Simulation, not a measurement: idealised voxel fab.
Process module in this document: voxel capacitor over wiring
Xsec cut, 160 nm wide, square cell size 5 nm.
Notation: cross-section as square-cell grid; stated in bands, top first, going down; one or more cell rows per band. Heights first: top, then bottom, in nm. Then materials, left to right, each with a width in nm. "throughout" on a single material: fills the band edge to edge. "blank": empty space. Height 0 is the level under which the wafer as received is all one material. The lowest band goes on downwards, as in "0..down". When a width is written as two numbers, as in "30..40", the first number is the width in the top row of cells of the band and the second is the width in its bottom row, and the width changes by the same amount from each row to the next. The designation "no alterations made", where it is given for a processing step, indicates that no cell of the cross-section was altered in the course of that step. If an empty space has no open way to the top and is at least 8 cells in size, "Enclosed cavity list" lists it, written width x height at distance, where distance is measured from the left edge and every value is in nm. On a step's line, text after the settings is the simulator commenting on that step. If you see "overlay nm" on a step's line and that step has a mask, it's telling you how far right of where it was planned the mask ended up; a negative number means it went left instead.

Below is the list of planned process steps
1,RECEIVE with material Si
2,CONFORMAL_DEP with material SiO2, thk nm 15
3,DIRECTIONAL_DEP with material TiN, thk nm 5
4,DIRECTIONAL_DEP with material W, thk nm 25
5,DIRECTIONAL_DEP with material aC, thk nm 10
6,PATTERN with tone cover, mask id METAL_1, material resist, width nm 20, pitch nm 70, thk nm 25, overlay nm 0
7,DIRECTIONAL_ETCH with etch materials aC, depth nm 10
8,STRIP with etch materials resist
9,DIRECTIONAL_ETCH with etch materials W, depth nm 25
10,DIRECTIONAL_ETCH with etch materials TiN, depth nm 5
11,STRIP with etch materials aC
12,FILL_DEP with material SiO2, thk nm 5
13,CMP with height nm 45
14,CONFORMAL_DEP with material SiCN, thk nm 5
15,DIRECTIONAL_DEP with material lowk, thk nm 10
16,MASKED_ETCH with tone open, mask id PLUG_1, width nm 15, etch materials lowk, depth nm 10, overlay nm 0
17,MASKED_ETCH with tone open, mask id PLUG_1, width nm 15, etch materials SiCN, depth nm 5, overlay nm 0
18,EPI with material Ru, thk nm 10
19,EPI with material Ru, thk nm 5
20,DIRECTIONAL_DEP with material TiN, thk nm 10
21,DIRECTIONAL_DEP with material SiN, thk nm 5
22,DIRECTIONAL_DEP with material TiN, thk nm 10
23,DIRECTIONAL_DEP with material aC, thk nm 10
24,PATTERN with tone cover, mask id UPPER_PLATE, material resist, width nm 55, thk nm 30, overlay nm 0
25,DIRECTIONAL_ETCH with etch materials aC, depth nm 10
26,STRIP with etch materials resist
27,DIRECTIONAL_ETCH with etch materials TiN, depth nm 10
28,DIRECTIONAL_ETCH with etch materials SiN, depth nm 5
29,STRIP with etch materials aC
30,PATTERN with tone cover, mask id LOWER_PLATE, material resist, width nm 65, thk nm 20, overlay nm 0
31,DIRECTIONAL_ETCH with etch materials TiN, depth nm 10
32,STRIP with etch materials resist
33,FILL_DEP with material SiO2, thk nm 15
34,CMP with height nm 95
35,PATTERN with tone open, mask id PLUG_2, material resist, width nm 15, thk nm 15, overlay nm 0
36,DIRECTIONAL_ETCH with etch materials SiO2, depth nm 10
37,STRIP with etch materials resist
38,CONFORMAL_DEP with material TiN, thk nm 5
39,FILL_DEP with material W, thk nm 10
40,CMP with height nm 95
41,CONFORMAL_DEP with material SiCN, thk nm 5

Incoming wafer, cross-sectional view, post step 1
  0..down  Si throughout
  Enclosed cavity list: none

One mistake in running the module, otherwise start and plan as above: cross-section at the end
  110..95  SiCN throughout
  95..90  50 of SiO2; 5 of TiN; 5 of W; 5 of TiN; 95 of SiO2
  90..85  50 of SiO2; 15 of TiN; 95 of SiO2
  85..75  40 of SiO2; 55 of TiN; 65 of SiO2
  75..70  40 of SiO2; 55 of SiN; 65 of SiO2
  70..60  35 of SiO2; 65 of TiN; 60 of SiO2
  60..50  40 of lowk; 15 of Ru; 105 of lowk
  50..45  40 of SiCN; 15 of Ru; 105 of SiCN
  45..20  35 of SiO2; 20 of W; 50 of SiO2; 20 of W; 35 of SiO2
  20..15  35 of SiO2; 20 of TiN; 50 of SiO2; 20 of TiN; 35 of SiO2
  15..0  SiO2 throughout
  0..down  Si throughout
  Enclosed cavity list: none
Want to know what went wrong? step 41 was run on a setting that differed from the plan, and what really ran there is CONFORMAL_DEP with material SiCN, thk nm 15
